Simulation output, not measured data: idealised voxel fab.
Title: Process Module voxel self aligned vias
The cross-section shown here is cut; it is 235 nm wide and divided into square cells measuring 5 nm on a side.
In this document a cross-section is written as a grid of square cells. It is given as a series of bands, listed from the top down, and a band is one or more rows of cells.
Per band: top height and bottom height in nm, followed by the left-to-right materials and their widths in nm; "everywhere" marks a single material spanning edge to edge, "air" marks empty space.
Note: height 0 marks the level under which the wafer is uniformly one material as received. Lowest band unbounded below, written "0 and below".
Width "30..40": first value at the band's top row of cells, second value at its bottom row, equal change from row to row.
Where the words "remained unchanged" appear for a step, the cross-section shows no cell changed by that step; every cell remained as before.
"Voids, fully enclosed": sealed empty spaces, 8 cells or more, no open way to top, listed width x height at distance, with distance from the left edge and width, height and distance in nm.
On a step's line, text after the settings is the simulator commenting on that step.
"overlay nm", when on a step's line for a step with a mask, measures how far to the right of its planned place the mask lay; a negative measure means to the left.

# So here's the lineup of process steps we planned
1: RECEIVE (material Si)
2: CONFORMAL_DEP (material SiO2; thk nm 10)
3: CONFORMAL_DEP (material SiCN; thk nm 5)
4: DIRECTIONAL_DEP (material lowk; thk nm 20)
5: PATTERN (tone open; mask id LINES; material resist; width nm 25; pitch nm 65; thk nm 15; overlay nm 0)
6: DIRECTIONAL_ETCH (etch materials lowk; depth nm 20)
7: STRIP (etch materials resist)
8: CONFORMAL_DEP (material TiN; thk nm 5)
9: FILL_DEP (material Ru; thk nm 5)
10: CMP (height nm 35)
11: SELECTIVE_ETCH (etch materials W Ru TiN; depth nm 10)
12: FILL_DEP (material SiN; thk nm 10)
13: CMP (height nm 35)
14: DIRECTIONAL_DEP (material lowk; thk nm 20)
15: DIRECTIONAL_DEP (material aC; thk nm 10)
16: PATTERN (tone open; mask id VIAS; material resist; width nm 35; thk nm 30; overlay nm 0)
17: DIRECTIONAL_ETCH (etch materials aC; depth nm 10)
18: STRIP (etch materials resist)
19: DIRECTIONAL_ETCH (etch materials lowk; depth nm 20)
20: DIRECTIONAL_ETCH (etch materials SiN; depth nm 10)
21: STRIP (etch materials aC)
22: CONFORMAL_DEP (material TiN; thk nm 5)
23: FILL_DEP (material W; thk nm 10)
24: CMP (height nm 55)
25: CONFORMAL_DEP (material SiN; thk nm 5)

# Wafer at receipt (post step 1), cross-section
  0 and below | Si everywhere
  Voids, fully enclosed: none

# First of two wafers at the end of the module, shown in cross-section; run carried out as planned
  60 down to 55 | SiN everywhere
  55 down to 40 | 65 nm lowk | 5 nm TiN | 25 nm W | 5 nm TiN | 135 nm lowk
  40 down to 35 | 65 nm lowk | 10 nm TiN | 15 nm W | 10 nm TiN | 135 nm lowk
  35 down to 30 | 70 nm lowk | 5 nm TiN | 15 nm W | 5 nm TiN | 40 nm lowk | 25 nm SiN | 75 nm lowk
  30 down to 25 | 70 nm lowk | 25 nm TiN | 40 nm lowk | 25 nm SiN | 75 nm lowk
  25 down to 20 | 70 nm lowk | 5 nm TiN | 15 nm Ru | 5 nm TiN | 40 nm lowk | 5 nm TiN | 15 nm Ru | 5 nm TiN | 75 nm lowk
  20 down to 15 | 70 nm lowk | 25 nm TiN | 40 nm lowk | 25 nm TiN | 75 nm lowk
  15 down to 10 | SiCN everywhere
  10 down to 0 | SiO2 everywhere
  0 and below | Si everywhere
  Voids, fully enclosed: none

# Cross-section of the latter of the two wafers at module completion. It had an identical start and an identical plan to the former; in running it, one mistake was made
  60 down to 55 | SiN everywhere
  55 down to 35 | 65 nm lowk | 5 nm TiN | 25 nm W | 5 nm TiN | 135 nm lowk
  35 down to 30 | 65 nm SiN | 5 nm TiN | 25 nm W | 5 nm TiN | 135 nm SiN
  30 down to 25 | 65 nm SiN | 35 nm TiN | 135 nm SiN
  25 down to 10 | 70 nm lowk | 5 nm TiN | 15 nm Ru | 5 nm TiN | 40 nm lowk | 5 nm TiN | 15 nm Ru | 5 nm TiN | 75 nm lowk
  10 down to 5 | 70 nm lowk | 25 nm TiN | 40 nm lowk | 25 nm TiN | 75 nm lowk
  5 down to 0 | SiCN everywhere
  0 and below | Si everywhere
  Voids, fully enclosed: none
what went wrong: step 2 of the plan: omitted, not performed
Count the cells at the end and the second wafer has more or fewer of some materials than the first: Ru: 12 more; SiN: 70 more; SiO2: 94 fewer; TiN: 8 more; W: 4 more
